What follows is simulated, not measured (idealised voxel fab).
This is a process module. Its name is voxel trench capacitor.
Square cell edge 5 nm, section width 185 nm, ID cut.
How to read a cross-section here: the picture is a grid of square cells, written as bands going from the top down, and any band can span one or more rows of cells. Read a band's entry like this: the first values are the height of its top and the height of its bottom in nm, and what follows is the sequence of materials from left to right, each with its width in nm. Note that "empty" is empty space, and that a single material marked "throughout" reaches across the band from edge to edge. Heights are measured from 0, the level below which the as-received wafer is all one material; the lowest band has no bottom and continues downward, written as in "0 and below". A width given as "30..40" starts at the first number in the band's top row and ends at the second number in its bottom row, shifting by an equal amount at every step from row to row. You'll sometimes find "remains unaltered" written for a step, and that's the way of saying that nowhere in the cross-section did a cell change during that step. What "Closed internal cavities" gives you is every empty space of 8 cells or more that is cut off from the top. Each appears as width x height at distance, with the distance taken from the left edge and width, height and distance all in nm. If you see something after the settings on a step's line, that's the simulator's own remark about that step. overlay nm: mask right of planned place by this much (step with mask). Neg. = left.

[The steps planned for the process are as follows]
1. RECEIVE: material Si
2. CONFORMAL_DEP: material SiN, thk nm 10
3. PATTERN: tone open, mask id TRENCH, material resist, width nm 15, pitch nm 40, thk nm 15, overlay nm 0
4. DIRECTIONAL_ETCH: etch materials SiN, depth nm 10
5. DIRECTIONAL_ETCH: etch materials Si, depth nm 30
6. STRIP: etch materials resist
7. CONFORMAL_DEP: material Al2O3, thk nm 5
8. FILL_DEP: material polySi, thk nm 5
9. CMP: height nm 10

[As received (post step 1): cross-section]
* 0 and below = Si throughout
* Closed internal cavities: none

[End-of-module cross-section of the first of two wafers, processed as planned]
* 10 down to 0 = 25 SiN | 5 Al2O3 | 5 polySi | 5 Al2O3 | 25 SiN | 5 Al2O3 | 5 polySi | 5 Al2O3 | 25 SiN | 5 Al2O3 | 5 polySi | 5 Al2O3 | 25 SiN | 5 Al2O3 | 5 polySi | 5 Al2O3 | 25 SiN
* 0 down to -25 = 25 Si | 5 Al2O3 | 5 polySi | 5 Al2O3 | 25 Si | 5 Al2O3 | 5 polySi | 5 Al2O3 | 25 Si | 5 Al2O3 | 5 polySi | 5 Al2O3 | 25 Si | 5 Al2O3 | 5 polySi | 5 Al2O3 | 25 Si
* -25 down to -30 = 25 Si | 15 Al2O3 | 25 Si | 15 Al2O3 | 25 Si | 15 Al2O3 | 25 Si | 15 Al2O3 | 25 Si
* -30 and below = Si throughout
* Closed internal cavities: none

[Cross-sectional image of the second wafer of the two following completion of the module. Starting state and process plan were the same as for the first wafer; one execution error occurred]
* 10 down to 0 = 25 SiN | 5 Al2O3 | 5 polySi | 5 Al2O3 | 25 SiN | 5 Al2O3 | 5 polySi | 5 Al2O3 | 25 SiN | 5 Al2O3 | 5 polySi | 5 Al2O3 | 25 SiN | 5 Al2O3 | 5 polySi | 5 Al2O3 | 25 SiN
* 0 down to -15 = 25 Si | 5 Al2O3 | 5 polySi | 5 Al2O3 | 25 Si | 5 Al2O3 | 5 polySi | 5 Al2O3 | 25 Si | 5 Al2O3 | 5 polySi | 5 Al2O3 | 25 Si | 5 Al2O3 | 5 polySi | 5 Al2O3 | 25 Si
* -15 down to -20 = 25 Si | 15 Al2O3 | 25 Si | 15 Al2O3 | 25 Si | 15 Al2O3 | 25 Si | 15 Al2O3 | 25 Si
* -20 and below = Si throughout
* Closed internal cavities: none
Want to know what went wrong? step 5: run off-plan, actual operation and settings DIRECTIONAL_ETCH: etch materials Si, depth nm 20
Wafer comparison, final, in cells, second relative to first, materials more or fewer: Al2O3: 16 fewer | Si: 24 more | polySi: 8 fewer
